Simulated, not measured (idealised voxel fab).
process module | voxel ribs on slabs
cross-section cut | 175 nm wide | cells 5 nm
A cross-section is a grid of square cells, given in bands from the top down. A band is one or more rows of cells.
Each band's line starts with the height of the band's top and of its bottom, in nm. Then come its materials from left to right, each with its width in nm. One material with "throughout" fills the band from edge to edge. "air" is empty space.
Height 0 is the level under which the wafer as received is all one material. The lowest band goes on downwards, as in "0 down".
A width such as "30 to 40" changes by the same amount from each row of cells to the next, from the band's top row to its bottom row.
"no change" after a step means that no cell of the cross-section changed.
closed voids: empty space of 8 cells or more with no open way to the top, each as width x height at its distance from the left edge, in nm
after a step's settings: what the simulator itself notes on the step
overlay nm, on a step with a mask: how far to the right of its planned place the mask lay; to the left if negative
plan
1 op RECEIVE | material Si
2 op DIRECTIONAL_DEP | material SiO2 | thk nm 20
3 op DIRECTIONAL_DEP | material polySi | thk nm 15
4 op DIRECTIONAL_DEP | material aC | thk nm 15
5 op PATTERN | tone cover | mask id RIB | material resist | width nm 30 | thk nm 35 | overlay nm 0
6 op DIRECTIONAL_ETCH | etch materials aC | depth nm 15
7 op STRIP | etch materials resist
8 op DIRECTIONAL_ETCH | etch materials polySi | depth nm 10
9 op STRIP | etch materials aC
10 op MASKED_ETCH | tone cover | mask id SLAB | width nm 70 | etch materials polySi | depth nm 5 | overlay nm 0
11 op FILL_DEP | material SiO2 | thk nm 20
12 op CMP | height nm 45
13 op DIRECTIONAL_DEP | material W | thk nm 10
14 op DIRECTIONAL_DEP | material aC | thk nm 15
15 op PATTERN | tone cover | mask id HEATER | material resist | width nm 40 | thk nm 35 | overlay nm 0
16 op DIRECTIONAL_ETCH | etch materials aC | depth nm 15
17 op STRIP | etch materials resist
18 op DIRECTIONAL_ETCH | etch materials W | depth nm 10
19 op STRIP | etch materials aC
20 op CONFORMAL_DEP | material SiO2 | thk nm 10
as received, after step 1
  0 down: Si throughout
  closed voids: none
first wafer at the end, as planned
  65 to 55: air 55 | SiO2 60 | air 60
  55 to 45: SiO2 65 | W 40 | SiO2 70
  45 to 35: SiO2 throughout
  35 to 25: SiO2 70 | polySi 30 | SiO2 75
  25 to 20: SiO2 50 | polySi 70 | SiO2 55
  20 to 0: SiO2 throughout
  0 down: Si throughout
  closed voids: none
second wafer at the end: like start, like plan, one mistake
  60 to 50: air 55 | SiO2 60 | air 60
  50 to 40: SiO2 65 | W 40 | SiO2 70
  40 to 35: SiO2 throughout
  35 to 25: SiO2 70 | polySi 30 | SiO2 75
  25 to 20: SiO2 50 | polySi 70 | SiO2 55
  20 to 0: SiO2 throughout
  0 down: Si throughout
  closed voids: none
what went wrong: step 12 ran as: op CMP | height nm 40
at the end the second wafer has, in cells: 35 fewer of SiO2
